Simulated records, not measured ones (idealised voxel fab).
Title: Process Module voxel gate over fins
Pictured: cross-section cut, 235 nm wide, on a grid of 5 nm square cells.
Format of a cross-section: grid, square cells. Given as bands. Order: top down. Band: one or more rows of cells.
Heads up on the band format: heights come first, top then bottom, in nm. After that it's the materials left to right, each with its width in nm. A single material flagged "all across" fills the whole band edge to edge, and "air" means there's empty space there.
Below 0: as-received wafer, all one material; heights counted from there. Lowest band: no bottom, goes on down, written "top 0, no bottom".
The width entry "30..40" should be interpreted row by row: the top row of cells in the band takes the first number, the bottom row takes the second number, and the change between adjacent rows is uniform throughout.
For the purposes of this document, the phrase "identical to before" attached to a step denotes that no cell within the cross-section was modified by that step.
"Sealed internal voids" - sealed voids, min. 8 cells, no opening to top; format: width x height at distance (distance from left edge; nm throughout).
What comes after the settings on a step's line is commentary from the simulator itself on that step.
The setting "overlay nm" may be written on the line of a step. When the step uses a mask, the value reports how far to the right of the planned place the mask lay, and a negative value reports that it lay to the left.
-- Here's what the planned process steps look like
1 op RECEIVE | material Si
2 op CONFORMAL_DEP | material SiN | thk nm 5
3 op MASKED_ETCH | tone cover | mask id FINS | width nm 15 | pitch nm 55 | etch materials SiN | depth nm 5 | overlay nm 0
4 op MASKED_ETCH | tone cover | mask id FINS | width nm 15 | pitch nm 55 | etch materials Si | depth nm 40 | overlay nm 0
5 op OXIDIZE | depth nm 5
6 op FILL_DEP | material SiO2 | thk nm 5
7 op CMP | height nm 5
8 op MASKED_ETCH | tone open | mask id RAIL | width nm 15 | etch materials SiO2 | depth nm 40 | overlay nm 0
9 op CONFORMAL_DEP | material TiN | thk nm 5
10 op FILL_DEP | material W | thk nm 5
11 op CMP | height nm 5
12 op SELECTIVE_ETCH | etch materials W Ru TiN | depth nm 25
13 op FILL_DEP | material SiO2 | thk nm 5
14 op CMP | height nm 5
15 op SELECTIVE_ETCH | etch materials SiO2 | depth nm 15
16 op STRIP | etch materials SiN
17 op CONFORMAL_DEP | material HfO2 | thk nm 5
18 op CONFORMAL_DEP | material TiN | thk nm 5
19 op CONFORMAL_DEP | material TiAl | thk nm 5
20 op CONFORMAL_DEP | material TiN | thk nm 5
21 op FILL_DEP | material W | thk nm 10
22 op CMP | height nm 25
23 op CONFORMAL_DEP | material SiN | thk nm 10
-- Wafer, first of two, run as planned
-- Wafer at receipt (post step 1), cross-section
* top 0, no bottom: Si all across
* Sealed internal voids: none
-- Wafer section view after processing step 2
* top 5, bottom 0: SiN all across
* Below 0 it's all the same as before, nothing changed down there.
-- Wafer section view after processing step 3
* top 5, bottom 0: air 55  SiN 15  air 40  SiN 15  air 40  SiN 15  air 55
* Below 0 it's all the same as before, nothing changed down there.
-- Wafer section view after processing step 4
* top 5, bottom 0: air 55  SiN 15  air 40  SiN 15  air 40  SiN 15  air 55
* top 0, bottom -40: air 55  Si 15  air 40  Si 15  air 40  Si 15  air 55
* Below -40 it's all the same as before, nothing changed down there.
-- Wafer section view after processing step 5
* top 5, bottom 0: air 55  SiN 15  air 40  SiN 15  air 40  SiN 15  air 55
* top 0, bottom -40: air 55  SiO2 5  Si 5  SiO2 5  air 40  SiO2 5  Si 5  SiO2 5  air 40  SiO2 5  Si 5  SiO2 5  air 55
* top -40, bottom -45: SiO2 60  Si 5  SiO2 50  Si 5  SiO2 50  Si 5  SiO2 60
* Below -45 it's all the same as before, nothing changed down there.
-- Wafer section view after processing step 6
* top 10, bottom 5: SiO2 all across
* top 5, bottom 0: SiO2 55  SiN 15  SiO2 40  SiN 15  SiO2 40  SiN 15  SiO2 55
* top 0, bottom -45: SiO2 60  Si 5  SiO2 50  Si 5  SiO2 50  Si 5  SiO2 60
* Below -45 it's all the same as before, nothing changed down there.
-- Wafer section view after processing step 7
* top 5, bottom 0: SiO2 55  SiN 15  SiO2 40  SiN 15  SiO2 40  SiN 15  SiO2 55
* Below 0 it's all the same as before, nothing changed down there.
-- Wafer section view after processing step 8
* top 5, bottom 0: SiO2 55  SiN 15  SiO2 10  air 15  SiO2 15  SiN 15  SiO2 40  SiN 15  SiO2 55
* top 0, bottom -35: SiO2 60  Si 5  SiO2 15  air 15  SiO2 20  Si 5  SiO2 50  Si 5  SiO2 60
* Below -35 it's all the same as before, nothing changed down there.
-- Wafer section view after processing step 9
* top 10, bottom 5: TiN 85  air 5  TiN 145
* top 5, bottom 0: SiO2 55  SiN 15  SiO2 10  TiN 5  air 5  TiN 5  SiO2 15  SiN 15  SiO2 40  SiN 15  SiO2 55
* top 0, bottom -30: SiO2 60  Si 5  SiO2 15  TiN 5  air 5  TiN 5  SiO2 20  Si 5  SiO2 50  Si 5  SiO2 60
* top -30, bottom -35: SiO2 60  Si 5  SiO2 15  TiN 15  SiO2 20  Si 5  SiO2 50  Si 5  SiO2 60
* Below -35 it's all the same as before, nothing changed down there.
-- Wafer section view after processing step 10
* top 15, bottom 10: W all across
* top 10, bottom 5: TiN 85  W 5  TiN 145
* top 5, bottom 0: SiO2 55  SiN 15  SiO2 10  TiN 5  W 5  TiN 5  SiO2 15  SiN 15  SiO2 40  SiN 15  SiO2 55
* top 0, bottom -30: SiO2 60  Si 5  SiO2 15  TiN 5  W 5  TiN 5  SiO2 20  Si 5  SiO2 50  Si 5  SiO2 60
* Below -30 it's all the same as before, nothing changed down there.
-- Wafer section view after processing step 11
* top 5, bottom 0: SiO2 55  SiN 15  SiO2 10  TiN 5  W 5  TiN 5  SiO2 15  SiN 15  SiO2 40  SiN 15  SiO2 55
* Below 0 it's all the same as before, nothing changed down there.
-- Wafer section view after processing step 12
* top 5, bottom 0: SiO2 55  SiN 15  SiO2 10  air 15  SiO2 15  SiN 15  SiO2 40  SiN 15  SiO2 55
* top 0, bottom -20: SiO2 60  Si 5  SiO2 15  air 15  SiO2 20  Si 5  SiO2 50  Si 5  SiO2 60
* Below -20 it's all the same as before, nothing changed down there.
-- Wafer section view after processing step 13
* top 10, bottom 5: SiO2 all across
* top 5, bottom 0: SiO2 55  SiN 15  SiO2 40  SiN 15  SiO2 40  SiN 15  SiO2 55
* top 0, bottom -20: SiO2 60  Si 5  SiO2 50  Si 5  SiO2 50  Si 5  SiO2 60
* Below -20 it's all the same as before, nothing changed down there.
-- Wafer section view after processing step 14
* top 5, bottom 0: SiO2 55  SiN 15  SiO2 40  SiN 15  SiO2 40  SiN 15  SiO2 55
* Below 0 it's all the same as before, nothing changed down there.
-- Wafer section view after processing step 15
* top 5, bottom 0: air 55  SiN 15  air 40  SiN 15  air 40  SiN 15  air 55
* top 0, bottom -10: air 60  Si 5  air 50  Si 5  air 50  Si 5  air 60
* Below -10 it's all the same as before, nothing changed down there.
-- Wafer section view after processing step 16
* top 0, bottom -10: air 60  Si 5  air 50  Si 5  air 50  Si 5  air 60
* Below -10 it's all the same as before, nothing changed down there.
-- Wafer section view after processing step 17
* top 5, bottom 0: air 55  HfO2 15  air 40  HfO2 15  air 40  HfO2 15  air 55
* top 0, bottom -5: air 55  HfO2 5  Si 5  HfO2 5  air 40  HfO2 5  Si 5  HfO2 5  air 40  HfO2 5  Si 5  HfO2 5  air 55
* top -5, bottom -10: HfO2 60  Si 5  HfO2 50  Si 5  HfO2 50  Si 5  HfO2 60
* Below -10 it's all the same as before, nothing changed down there.
-- Wafer section view after processing step 18
* top 10, bottom 5: air 50  TiN 25  air 30  TiN 25  air 30  TiN 25  air 50
* top 5, bottom 0: air 50  TiN 5  HfO2 15  TiN 5  air 30  TiN 5  HfO2 15  TiN 5  air 30  TiN 5  HfO2 15  TiN 5  air 50
* top 0, bottom -5: TiN 55  HfO2 5  Si 5  HfO2 5  TiN 40  HfO2 5  Si 5  HfO2 5  TiN 40  HfO2 5  Si 5  HfO2 5  TiN 55
* Below -5 it's all the same as before, nothing changed down there.
-- Wafer section view after processing step 19
* top 15, bottom 10: air 45  TiAl 35  air 20  TiAl 35  air 20  TiAl 35  air 45
* top 10, bottom 5: air 45  TiAl 5  TiN 25  TiAl 5  air 20  TiAl 5  TiN 25  TiAl 5  air 20  TiAl 5  TiN 25  TiAl 5  air 45
* top 5, bottom 0: TiAl 50  TiN 5  HfO2 15  TiN 5  TiAl 30  TiN 5  HfO2 15  TiN 5  TiAl 30  TiN 5  HfO2 15  TiN 5  TiAl 50
* Below 0 it's all the same as before, nothing changed down there.
-- Wafer section view after processing step 20
* top 20, bottom 15: air 40  TiN 45  air 10  TiN 45  air 10  TiN 45  air 40
* top 15, bottom 10: air 40  TiN 5  TiAl 35  TiN 5  air 10  TiN 5  TiAl 35  TiN 5  air 10  TiN 5  TiAl 35  TiN 5  air 40
* top 10, bottom 5: TiN 45  TiAl 5  TiN 25  TiAl 5  TiN 20  TiAl 5  TiN 25  TiAl 5  TiN 20  TiAl 5  TiN 25  TiAl 5  TiN 45
* Below 5 it's all the same as before, nothing changed down there.
-- Wafer section view after processing step 21
* top 30, bottom 20: W all across
* top 20, bottom 15: W 40  TiN 45  W 10  TiN 45  W 10  TiN 45  W 40
* top 15, bottom 10: W 40  TiN 5  TiAl 35  TiN 5  W 10  TiN 5  TiAl 35  TiN 5  W 10  TiN 5  TiAl 35  TiN 5  W 40
* Below 10 it's all the same as before, nothing changed down there.
-- Wafer section view after processing step 22
* top 25, bottom 20: W all across
* Below 20 it's all the same as before, nothing changed down there.
-- Wafer section view after processing step 23
* top 35, bottom 25: SiN all across
* Below 25 it's all the same as before, nothing changed down there.
-- The second wafer was prepared from the same starting point and under the same plan as the first; its processing contained one mistake, and it remains indistinguishable from the first wafer up to and including step 7
-- At the planned end of step 8, the second wafer in cross-section
* top 5, bottom 0: air 55  SiN 15  air 10  SiO2 15  air 15  SiN 15  air 40  SiN 15  air 55
* top 0, bottom -35: air 55  SiO2 5  Si 5  SiO2 5  air 10  SiO2 15  air 15  SiO2 5  Si 5  SiO2 5  air 40  SiO2 5  Si 5  SiO2 5  air 55
* Below -35 it's all the same as before, nothing changed down there.
-- At the planned end of step 9, the second wafer in cross-section
* top 10, bottom 5: air 50  TiN 50  air 5  TiN 25  air 30  TiN 25  air 50
* top 5, bottom 0: air 50  TiN 5  SiN 15  TiN 10  SiO2 15  TiN 5  air 5  TiN 5  SiN 15  TiN 5  air 30  TiN 5  SiN 15  TiN 5  air 50
* top 0, bottom -30: air 50  TiN 5  SiO2 5  Si 5  SiO2 5  TiN 10  SiO2 15  TiN 5  air 5  TiN 5  SiO2 5  Si 5  SiO2 5  TiN 5  air 30  TiN 5  SiO2 5  Si 5  SiO2 5  TiN 5  air 50
* top -30, bottom -35: TiN 55  SiO2 5  Si 5  SiO2 5  TiN 10  SiO2 15  TiN 15  SiO2 5  Si 5  SiO2 5  TiN 40  SiO2 5  Si 5  SiO2 5  TiN 55
* Below -35 it's all the same as before, nothing changed down there.
-- At the planned end of step 10, the second wafer in cross-section
* top 15, bottom 10: W all across
* top 10, bottom 5: W 50  TiN 50  W 5  TiN 25  W 30  TiN 25  W 50
* top 5, bottom 0: W 50  TiN 5  SiN 15  TiN 10  SiO2 15  TiN 5  W 5  TiN 5  SiN 15  TiN 5  W 30  TiN 5  SiN 15  TiN 5  W 50
* top 0, bottom -30: W 50  TiN 5  SiO2 5  Si 5  SiO2 5  TiN 10  SiO2 15  TiN 5  W 5  TiN 5  SiO2 5  Si 5  SiO2 5  TiN 5  W 30  TiN 5  SiO2 5  Si 5  SiO2 5  TiN 5  W 50
* Below -30 it's all the same as before, nothing changed down there.
-- At the planned end of step 11, the second wafer in cross-section
* top 5, bottom 0: W 50  TiN 5  SiN 15  TiN 10  SiO2 15  TiN 5  W 5  TiN 5  SiN 15  TiN 5  W 30  TiN 5  SiN 15  TiN 5  W 50
* Below 0 it's all the same as before, nothing changed down there.
-- At the planned end of step 12, the second wafer in cross-section
* top 5, bottom 0: air 55  SiN 15  air 10  SiO2 15  air 15  SiN 15  air 40  SiN 15  air 55
* top 0, bottom -20: air 55  SiO2 5  Si 5  SiO2 5  air 10  SiO2 15  air 15  SiO2 5  Si 5  SiO2 5  air 40  SiO2 5  Si 5  SiO2 5  air 55
* Below -20 it's all the same as before, nothing changed down there.
-- At the planned end of step 13, the second wafer in cross-section
* top 10, bottom 5: SiO2 all across
* top 5, bottom 0: SiO2 55  SiN 15  SiO2 40  SiN 15  SiO2 40  SiN 15  SiO2 55
* top 0, bottom -20: SiO2 60  Si 5  SiO2 50  Si 5  SiO2 50  Si 5  SiO2 60
* Below -20 it's all the same as before, nothing changed down there.
-- At the planned end of step 14, the second wafer in cross-section
* top 5, bottom 0: SiO2 55  SiN 15  SiO2 40  SiN 15  SiO2 40  SiN 15  SiO2 55
* Below 0 it's all the same as before, nothing changed down there.
-- At the planned end of step 15, the second wafer in cross-section
* top 5, bottom 0: air 55  SiN 15  air 40  SiN 15  air 40  SiN 15  air 55
* top 0, bottom -10: air 60  Si 5  air 50  Si 5  air 50  Si 5  air 60
* Below -10 it's all the same as before, nothing changed down there.
-- At the planned end of step 16, the second wafer in cross-section
* top 0, bottom -10: air 60  Si 5  air 50  Si 5  air 50  Si 5  air 60
* Below -10 it's all the same as before, nothing changed down there.
-- At the planned end of step 17, the second wafer in cross-section
* top 5, bottom 0: air 55  HfO2 15  air 40  HfO2 15  air 40  HfO2 15  air 55
* top 0, bottom -5: air 55  HfO2 5  Si 5  HfO2 5  air 40  HfO2 5  Si 5  HfO2 5  air 40  HfO2 5  Si 5  HfO2 5  air 55
* top -5, bottom -10: HfO2 60  Si 5  HfO2 50  Si 5  HfO2 50  Si 5  HfO2 60
* Below -10 it's all the same as before, nothing changed down there.
-- At the planned end of step 18, the second wafer in cross-section
* top 10, bottom 5: air 50  TiN 25  air 30  TiN 25  air 30  TiN 25  air 50
* top 5, bottom 0: air 50  TiN 5  HfO2 15  TiN 5  air 30  TiN 5  HfO2 15  TiN 5  air 30  TiN 5  HfO2 15  TiN 5  air 50
* top 0, bottom -5: TiN 55  HfO2 5  Si 5  HfO2 5  TiN 40  HfO2 5  Si 5  HfO2 5  TiN 40  HfO2 5  Si 5  HfO2 5  TiN 55
* Below -5 it's all the same as before, nothing changed down there.
-- At the planned end of step 19, the second wafer in cross-section
* top 15, bottom 10: air 45  TiAl 35  air 20  TiAl 35  air 20  TiAl 35  air 45
* top 10, bottom 5: air 45  TiAl 5  TiN 25  TiAl 5  air 20  TiAl 5  TiN 25  TiAl 5  air 20  TiAl 5  TiN 25  TiAl 5  air 45
* top 5, bottom 0: TiAl 50  TiN 5  HfO2 15  TiN 5  TiAl 30  TiN 5  HfO2 15  TiN 5  TiAl 30  TiN 5  HfO2 15  TiN 5  TiAl 50
* Below 0 it's all the same as before, nothing changed down there.
-- At the planned end of step 20, the second wafer in cross-section
* top 20, bottom 15: air 40  TiN 45  air 10  TiN 45  air 10  TiN 45  air 40
* top 15, bottom 10: air 40  TiN 5  TiAl 35  TiN 5  air 10  TiN 5  TiAl 35  TiN 5  air 10  TiN 5  TiAl 35  TiN 5  air 40
* top 10, bottom 5: TiN 45  TiAl 5  TiN 25  TiAl 5  TiN 20  TiAl 5  TiN 25  TiAl 5  TiN 20  TiAl 5  TiN 25  TiAl 5  TiN 45
* Below 5 it's all the same as before, nothing changed down there.
-- At the planned end of step 21, the second wafer in cross-section
* top 30, bottom 20: W all across
* top 20, bottom 15: W 40  TiN 45  W 10  TiN 45  W 10  TiN 45  W 40
* top 15, bottom 10: W 40  TiN 5  TiAl 35  TiN 5  W 10  TiN 5  TiAl 35  TiN 5  W 10  TiN 5  TiAl 35  TiN 5  W 40
* Below 10 it's all the same as before, nothing changed down there.
-- At the planned end of step 22, the second wafer in cross-section
* top 25, bottom 20: W all across
* Below 20 it's all the same as before, nothing changed down there.
-- At the planned end of step 23, the second wafer in cross-section
* top 35, bottom 25: SiN all across
* Below 25 it's all the same as before, nothing changed down there.
Diagnosis: contrary to plan, step 8 was performed as op MASKED_ETCH | tone cover | mask id RAIL | width nm 15 | etch materials SiO2 | depth nm 40 | overlay nm 0
The second wafer ends with more or fewer cells of some materials than the first, per final count: -96 SiO2 | +44 TiN | +52 W
